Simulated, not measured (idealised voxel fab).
Process module name: voxel ribs on slabs
The cross-section on display is named cut; it measures 140 nm wide, and its cells are 5 nm squares.
Just so we're on the same page, the cross-sections are grids of square cells, and they're listed out in bands top to bottom, each band one or more rows deep. Per band: top height and bottom height in nm, followed by the left-to-right materials and their widths in nm; "edge to edge" marks a single material spanning edge to edge, "blank" marks empty space. The level at which height equals 0 is the one under which the wafer, as it arrives, is entirely one material. No lower edge exists for the bottom band, which continues downward and is notated as in "from 0 down". The notation "30->40" denotes a width that varies across the rows of cells in the band, beginning at the first number in the top row, finishing at the second number in the bottom row, and changing by an identical amount from each row to the next. You'll sometimes find "same as before" written for a step, and that's the way of saying that nowhere in the cross-section did a cell change during that step. Each empty space that has no open way to the top and spans at least 8 cells appears under "Sealed void list" as width x height at distance, the distance counted from the left edge, all in nm. Note: text after step settings on the step line = simulator remark on that step. Each step line may optionally specify "overlay nm", which for a step with a mask gives the rightward distance between the mask's planned place and where it lay, a negative value indicating the leftward direction.
[So here's the lineup of process steps we planned]
1 RECEIVE | material Si
2 DIRECTIONAL_DEP | material SiO2 | thk nm 20
3 DIRECTIONAL_DEP | material SiN | thk nm 20
4 PATTERN | tone cover | mask id RIB | material resist | width nm 25 | thk nm 15 | overlay nm 0
5 DIRECTIONAL_ETCH | etch materials SiN | depth nm 15
6 STRIP | etch materials resist
7 MASKED_ETCH | tone cover | mask id SLAB | width nm 55 | etch materials SiN | depth nm 5 | overlay nm 0
8 FILL_DEP | material SiO2 | thk nm 15
9 CMP | height nm 50
10 DIRECTIONAL_DEP | material TiN | thk nm 5
11 DIRECTIONAL_DEP | material aC | thk nm 15
12 PATTERN | tone cover | mask id HEATER | material resist | width nm 35 | thk nm 35 | overlay nm 0
13 DIRECTIONAL_ETCH | etch materials aC | depth nm 15
14 STRIP | etch materials resist
15 DIRECTIONAL_ETCH | etch materials TiN | depth nm 5
16 STRIP | etch materials aC
17 CONFORMAL_DEP | material SiN | thk nm 10
[Shown in cross-section is the wafer as received, that is, as it stands after step 1]
- from 0 down | Si edge to edge
- Sealed void list: none
[Cross-section at module end, one run error; start and plan unchanged from above]
- from 65 to 60 | 40 blank, 55 SiN, 45 blank
- from 60 to 55 | SiN edge to edge
- from 55 to 50 | 50 SiN, 35 TiN, 55 SiN
- from 50 to 40 | SiO2 edge to edge
- from 40 to 25 | 55 SiO2, 25 SiN, 60 SiO2
- from 25 to 20 | 45 SiO2, 55 SiN, 40 SiO2
- from 20 to 0 | SiO2 edge to edge
- from 0 down | Si edge to edge
- Sealed void list: none
Deviation from plan: for step 7, the planned setting was not used; the step was instead run as MASKED_ETCH | tone cover | mask id SLAB | width nm 55 | etch materials SiN | depth nm 5 | overlay nm 5
